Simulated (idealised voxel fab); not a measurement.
Proc. module: voxel capacitor over wiring
The figure presents cross-section cut, which has a width of 200 nm and is divided into square cells with an edge length of 5 nm.
How to read a cross-section here: the picture is a grid of square cells, written as bands going from the top down, and any band can span one or more rows of cells. Band entry format. Leading values: height of top, height of bottom, nm. Remainder: materials in left-to-right order, each with its width in nm. Special words: "all across" on a single material, which then fills the band edge to edge; "air", empty space. We count height from 0. Below that, the starting wafer is all one material. The lowest band never ends at the bottom but goes on down; see "z 0 and below" for how that is written. It should be noted that a width expressed as "30..40" varies in equal increments from row to row of cells within the band, taking the value of the first number at the top row and that of the second number at the bottom row. The designation "stayed the same", where it is given for a processing step, indicates that no cell of the cross-section was altered in the course of that step. "Closed void register" - sealed voids, min. 8 cells, no opening to top; format: width x height at distance (distance from left edge; nm throughout). Formally, on a step line, whatever follows the settings is a remark that the simulator itself makes on the step. A step line may carry the setting "overlay nm", which, for steps involving a mask, states the distance by which the mask lay to the right of its intended position; negative values denote displacement to the left.

Below is the list of planned process steps:
1) RECEIVE, material Si
2) CONFORMAL_DEP, material SiO2, thk nm 15
3) DIRECTIONAL_DEP, material TiN, thk nm 5
4) DIRECTIONAL_DEP, material Ru, thk nm 20
5) MASKED_ETCH, tone cover, mask id METAL_1, width nm 20, pitch nm 90, etch materials Ru, depth nm 20, overlay nm 0
6) MASKED_ETCH, tone cover, mask id METAL_1, width nm 20, pitch nm 90, etch materials TiN, depth nm 5, overlay nm 0
7) FILL_DEP, material SiO2, thk nm 10
8) CMP, height nm 40
9) CONFORMAL_DEP, material SiCN, thk nm 5
10) DIRECTIONAL_DEP, material lowk, thk nm 15
11) MASKED_ETCH, tone open, mask id PLUG_1, width nm 15, etch materials lowk, depth nm 15, overlay nm 0
12) MASKED_ETCH, tone open, mask id PLUG_1, width nm 15, etch materials SiCN, depth nm 5, overlay nm 0
13) EPI, material Ru, thk nm 10
14) EPI, material Ru, thk nm 10
15) DIRECTIONAL_DEP, material TiN, thk nm 10
16) DIRECTIONAL_DEP, material SiN, thk nm 5
17) DIRECTIONAL_DEP, material TiN, thk nm 10
18) DIRECTIONAL_DEP, material aC, thk nm 15
19) PATTERN, tone cover, mask id UPPER_PLATE, material resist, width nm 75, thk nm 30, overlay nm 0
20) DIRECTIONAL_ETCH, etch materials aC, depth nm 15
21) STRIP, etch materials resist
22) DIRECTIONAL_ETCH, etch materials TiN, depth nm 10
23) DIRECTIONAL_ETCH, etch materials SiN, depth nm 5
24) STRIP, etch materials aC
25) MASKED_ETCH, tone cover, mask id LOWER_PLATE, width nm 85, etch materials TiN, depth nm 10, overlay nm 0
26) FILL_DEP, material SiO2, thk nm 20
27) CMP, height nm 100
28) PATTERN, tone open, mask id PLUG_2, material resist, width nm 15, thk nm 15, overlay nm 0
29) DIRECTIONAL_ETCH, etch materials SiO2, depth nm 15
30) STRIP, etch materials resist
31) CONFORMAL_DEP, material TiN, thk nm 5
32) FILL_DEP, material W, thk nm 10
33) CMP, height nm 100
34) CONFORMAL_DEP, material SiCN, thk nm 5

Wafer at receipt (post step 1), cross-section:
- z 0 and below = Si all across
- Closed void register: none

Cross-section, end of module. Start: as above. Plan: as above. Execution: one mistake:
- z 105 to 100 = SiCN all across
- z 100 to 90 = 60 SiO2; 5 TiN; 5 W; 5 TiN; 125 SiO2
- z 90 to 85 = 60 SiO2; 15 TiN; 125 SiO2
- z 85 to 75 = 50 SiO2; 75 TiN; 75 SiO2
- z 75 to 70 = 50 SiO2; 75 SiN; 75 SiO2
- z 70 to 60 = Ru all across
- z 60 to 45 = 50 lowk; 15 Ru; 135 lowk
- z 45 to 40 = 50 SiCN; 15 Ru; 135 SiCN
- z 40 to 20 = 45 SiO2; 20 Ru; 70 SiO2; 20 Ru; 45 SiO2
- z 20 to 15 = 45 SiO2; 20 TiN; 70 SiO2; 20 TiN; 45 SiO2
- z 15 to 0 = SiO2 all across
- z 0 and below = Si all across
- Closed void register: none
Misprocessing identified: step 15 deviated from plan and actually ran as DIRECTIONAL_DEP, material Ru, thk nm 10
